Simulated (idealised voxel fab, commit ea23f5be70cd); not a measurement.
process module | voxel capacitor over wiring
cross-section cut | 230 nm wide | cells 5 nm
A cross-section is a grid of square cells, given in bands from the top down. A band is one or more rows of cells.
Each band's line starts with the height of the band's top and of its bottom, in nm. Then come its materials from left to right, each with its width in nm. One material with "throughout" fills the band from edge to edge. "air" is empty space.
Height 0 is the level under which the wafer as received is all one material. The lowest band goes on downwards, as in "0 down".
A width such as "30 to 40" changes by the same amount from each row of cells to the next, from the band's top row to its bottom row.
"no change" after a step means that no cell of the cross-section changed.
closed voids: empty space of 8 cells or more with no open way to the top, each as width x height at its distance from the left edge, in nm
after a step's settings: what the simulator itself notes on the step
overlay nm, on a step with a mask: how far to the right of its planned place the mask lay; to the left if negative
plan
1 op RECEIVE | material Si
2 op CONFORMAL_DEP | material SiO2 | thk nm 15
3 op DIRECTIONAL_DEP | material TiN | thk nm 5
4 op DIRECTIONAL_DEP | material Ru | thk nm 15
5 op PATTERN | tone cover | mask id METAL_1 | material resist | width nm 25 | pitch nm 80 | thk nm 20 | overlay nm 0
6 op DIRECTIONAL_ETCH | etch materials Ru | depth nm 15
7 op DIRECTIONAL_ETCH | etch materials TiN | depth nm 5
8 op STRIP | etch materials resist
9 op FILL_DEP | material lowk | thk nm 10
10 op CMP | height nm 35
11 op CONFORMAL_DEP | material SiCN | thk nm 5
12 op DIRECTIONAL_DEP | material lowk | thk nm 20
13 op DIRECTIONAL_DEP | material aC | thk nm 10
14 op PATTERN | tone open | mask id PLUG_1 | material resist | width nm 15 | thk nm 30 | overlay nm 0
15 op DIRECTIONAL_ETCH | etch materials aC | depth nm 10
16 op STRIP | etch materials resist
17 op DIRECTIONAL_ETCH | etch materials lowk | depth nm 20
18 op DIRECTIONAL_ETCH | etch materials SiCN | depth nm 5
19 op STRIP | etch materials aC
20 op CONFORMAL_DEP | material TiN | thk nm 5
21 op FILL_DEP | material Ru | thk nm 5
22 op CMP | height nm 60
23 op DIRECTIONAL_DEP | material TiN | thk nm 10
24 op DIRECTIONAL_DEP | material Al2O3 | thk nm 5
25 op DIRECTIONAL_DEP | material TiN | thk nm 5
26 op MASKED_ETCH | tone cover | mask id UPPER_PLATE | width nm 60 | etch materials TiN | depth nm 5 | overlay nm 0
27 op MASKED_ETCH | tone cover | mask id UPPER_PLATE | width nm 60 | etch materials Al2O3 | depth nm 5 | overlay nm 0
28 op MASKED_ETCH | tone cover | mask id LOWER_PLATE | width nm 70 | etch materials TiN | depth nm 10 | overlay nm 0
29 op FILL_DEP | material SiO2 | thk nm 15
30 op CMP | height nm 90
31 op DIRECTIONAL_DEP | material aC | thk nm 10
32 op PATTERN | tone open | mask id PLUG_2 | material resist | width nm 15 | thk nm 25 | overlay nm 0
33 op DIRECTIONAL_ETCH | etch materials aC | depth nm 10
34 op STRIP | etch materials resist
35 op DIRECTIONAL_ETCH | etch materials SiO2 | depth nm 5
36 op STRIP | etch materials aC
37 op CONFORMAL_DEP | material TiN | thk nm 5
38 op FILL_DEP | material Ru | thk nm 5
39 op CMP | height nm 90
40 op CONFORMAL_DEP | material SiCN | thk nm 5
varied across the wafers: depth nm of step 35. The plan shows the first wafer's value. All wafers start alike
first wafer as received, after step 1
  0 down: Si throughout
  closed voids: none
first wafer at the end, after step 40
  95 to 90: SiCN throughout
  90 to 85: SiO2 80 | TiN 15 | SiO2 135
  85 to 80: SiO2 throughout
  80 to 75: SiO2 70 | TiN 60 | SiO2 100
  75 to 70: SiO2 70 | Al2O3 60 | SiO2 100
  70 to 60: SiO2 65 | TiN 70 | SiO2 95
  60 to 40: lowk 70 | TiN 5 | Ru 5 | TiN 5 | lowk 145
  40 to 35: SiCN 70 | TiN 15 | SiCN 145
  35 to 20: lowk 60 | Ru 25 | lowk 55 | Ru 25 | lowk 65
  20 to 15: lowk 60 | TiN 25 | lowk 55 | TiN 25 | lowk 65
  15 to 0: SiO2 throughout
  0 down: Si throughout
  closed voids: none
last wafer at the end
  95 to 90: SiCN throughout
  90 to 85: SiO2 80 | TiN 5 | Ru 5 | TiN 5 | SiO2 135
  85 to 75: SiO2 80 to 70 | TiN 15 to 60 | SiO2 135 to 100
  75 to 70: SiO2 70 | Al2O3 60 | SiO2 100
  70 to 60: SiO2 65 | TiN 70 | SiO2 95
  60 to 40: lowk 70 | TiN 5 | Ru 5 | TiN 5 | lowk 145
  40 to 35: SiCN 70 | TiN 15 | SiCN 145
  35 to 20: lowk 60 | Ru 25 | lowk 55 | Ru 25 | lowk 65
  20 to 15: lowk 60 | TiN 25 | lowk 55 | TiN 25 | lowk 65
  15 to 0: SiO2 throughout
  0 down: Si throughout
  closed voids: none
each wafer at the end: cells of each material gained (+) or lost (-) since it was received, then its closed voids
depth nm 5 | +12 Al2O3 | +34 Ru | +89 SiCN | +359 SiO2 | +64 TiN | +316 lowk | closed voids: none
depth nm 10 | +12 Al2O3 | +35 Ru | +89 SiCN | +356 SiO2 | +66 TiN | +316 lowk | closed voids: none
depth nm 15 | +12 Al2O3 | +35 Ru | +89 SiCN | +356 SiO2 | +66 TiN | +316 lowk | closed voids: none
depth nm 20 | +12 Al2O3 | +35 Ru | +89 SiCN | +356 SiO2 | +66 TiN | +316 lowk | closed voids: none
depth nm 25 | +12 Al2O3 | +35 Ru | +89 SiCN | +356 SiO2 | +66 TiN | +316 lowk | closed voids: none
